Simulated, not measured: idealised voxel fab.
Process module heading - voxel transistor to metal
The cross-section shown here is cut; it is 275 nm wide and divided into square cells measuring 5 nm on a side.
The cross-sections in this document take the form of a grid made of square cells. They are written out as bands, in order from top to bottom. Each band consists of one or more rows of cells. In this notation a band is specified by the heights of its top and bottom, in that order and in nm, after which its materials appear from left to right, each paired with its width in nm. The word "everywhere" attached to a single material means that material fills the band from edge to edge; the word "empty" stands for empty space. A quick word on heights: they are counted from 0, and under that level the wafer as it came to us is one material throughout. The lowest band is different from the rest in having no bottom; it simply continues downward, written as in "0 down". Width spec "30->40" -> top row of cells at first value, bottom row at second value, equal per-row change in between. The cross-section has no changed cell in any step marked "nothing got changed". "Closed void roster" means: voids of 8 cells or more that are shut off from the top with no open way through. Written width x height at distance, distance from the left edge, in nm. Note: text after step settings on the step line = simulator remark on that step. What "overlay nm" on a step's line means: if the step has a mask, that mask lay this far to the right of its planned place, or, when the value is negative, to the left.
### So here's the lineup of process steps we planned
1. op RECEIVE | material Si
2. op OXIDIZE | depth nm 5
3. op CONFORMAL_DEP | material SiN | thk nm 15
4. op MASKED_ETCH | tone cover | mask id ACTIVE | width nm 105 | pitch nm 125 | etch materials SiN | depth nm 15 | overlay nm 0
5. op MASKED_ETCH | tone cover | mask id ACTIVE | width nm 105 | pitch nm 125 | etch materials SiO2 | depth nm 5 | overlay nm 0
6. op MASKED_ETCH | tone cover | mask id ACTIVE | width nm 105 | pitch nm 125 | etch materials Si | depth nm 20 | overlay nm 0
7. op FILL_DEP | material SiO2 | thk nm 10
8. op CMP | height nm 15
9. op SELECTIVE_ETCH | etch materials SiO2 | depth nm 5
10. op STRIP | etch materials SiN
11. op SELECTIVE_ETCH | etch materials SiO2 | depth nm 5
12. op OXIDIZE | depth nm 5
13. op DIRECTIONAL_DEP | material polySi | thk nm 20
14. op DIRECTIONAL_DEP | material SiCN | thk nm 15
15. op DIRECTIONAL_DEP | material aC | thk nm 10
16. op PATTERN | tone cover | mask id GATE | material resist | width nm 25 | pitch nm 125 | thk nm 30 | overlay nm 0
17. op DIRECTIONAL_ETCH | etch materials aC | depth nm 10
18. op STRIP | etch materials resist
19. op DIRECTIONAL_ETCH | etch materials SiCN | depth nm 25
20. op DIRECTIONAL_ETCH | etch materials polySi | depth nm 30
21. op STRIP | etch materials aC
22. op CONFORMAL_DEP | material SiN | thk nm 10
23. op DIRECTIONAL_ETCH | etch materials SiN | depth nm 10
24. op DIRECTIONAL_ETCH | etch materials SiO2 | depth nm 5
25. op DIRECTIONAL_ETCH | etch materials Si | depth nm 10
26. op EPI | material nSi | thk nm 10
27. op FILL_DEP | material SiO2 | thk nm 5
28. op CMP | height nm 15
29. op STRIP | etch materials polySi
30. op SELECTIVE_ETCH | etch materials SiO2 | depth nm 5
31. op CONFORMAL_DEP | material HfO2 | thk nm 5
32. op CONFORMAL_DEP | material TiN | thk nm 5
33. op FILL_DEP | material W | thk nm 5
34. op CMP | height nm 10
35. op DIRECTIONAL_DEP | material SiO2 | thk nm 15
36. op DIRECTIONAL_DEP | material aC | thk nm 15
37. op PATTERN | tone open | mask id CONTACT | material resist | width nm 20 | thk nm 30 | overlay nm 0
38. op DIRECTIONAL_ETCH | etch materials aC | depth nm 15
39. op STRIP | etch materials resist
40. op DIRECTIONAL_ETCH | etch materials SiO2 | depth nm 35
41. op STRIP | etch materials aC
42. op CONFORMAL_DEP | material TiN | thk nm 5
43. op FILL_DEP | material W | thk nm 10
44. op CMP | height nm 25
45. op DIRECTIONAL_DEP | material TiN | thk nm 5
46. op DIRECTIONAL_DEP | material Ru | thk nm 15
47. op PATTERN | tone cover | mask id METAL_1 | material resist | width nm 20 | thk nm 15 | overlay nm 0
48. op DIRECTIONAL_ETCH | etch materials Ru | depth nm 15
49. op DIRECTIONAL_ETCH | etch materials TiN | depth nm 5
50. op STRIP | etch materials resist
51. op FILL_DEP | material SiO2 | thk nm 5
52. op CMP | height nm 45
53. op CONFORMAL_DEP | material SiCN | thk nm 5
### So this is the incoming wafer in cross-section - it's already been through step 1
> 0 down = Si everywhere
> Closed void roster: none
### Module complete, cross-section. Starting point and plan per above. One mistake made in running the module
> 50 to 45 = SiCN everywhere
> 45 to 30 = SiO2=25  Ru=20  SiO2=55  Ru=20  SiO2=30  Ru=20  SiO2=55  Ru=20  SiO2=30
> 30 to 25 = SiO2=25  TiN=20  SiO2=55  TiN=20  SiO2=30  TiN=20  SiO2=55  TiN=20  SiO2=30
> 25 to 10 = SiO2=25  TiN=5  W=10  TiN=5  SiO2=55  TiN=5  W=10  TiN=5  SiO2=30  TiN=5  W=10  TiN=5  SiO2=55  TiN=5  W=10  TiN=5  SiO2=30
> 10 to 5 = SiO2=25  TiN=5  W=10  TiN=5  SiO2=5  SiN=10  HfO2=5  TiN=15  HfO2=5  SiN=10  SiO2=5  TiN=5  W=10  TiN=5  SiO2=30  TiN=5  W=10  TiN=5  SiO2=5  SiN=10  HfO2=5  TiN=15  HfO2=5  SiN=10  SiO2=5  TiN=5  W=10  TiN=5  SiO2=30
> 5 to 0 = SiO2=15  SiN=10  TiN=5  W=10  TiN=5  SiO2=10  HfO2=35  SiO2=10  TiN=5  W=10  TiN=5  SiN=10  SiO2=10  SiN=10  TiN=5  W=10  TiN=5  SiO2=10  HfO2=35  SiO2=10  TiN=5  W=10  TiN=5  SiN=10  SiO2=20
> 0 to -5 = SiO2=5  nSi=10  SiN=10  TiN=20  SiO2=55  TiN=20  SiN=10  nSi=10  SiN=10  TiN=20  SiO2=55  TiN=20  SiN=10  nSi=10  SiO2=10
> -5 to -10 = SiO2=5  nSi=10  SiO2=10  TiN=5  Si=85  TiN=5  SiO2=10  nSi=10  SiO2=10  TiN=5  Si=85  TiN=5  SiO2=10  nSi=10  SiO2=10
> -10 to -20 = nSi=15  Si=115  nSi=10  Si=115  nSi=20
> -20 down = Si everywhere
> Closed void roster: none
Plan not followed: step 4, actual vs plan mismatch, actual run op MASKED_ETCH | tone open | mask id ACTIVE | width nm 105 | pitch nm 125 | etch materials SiN | depth nm 15 | overlay nm 0
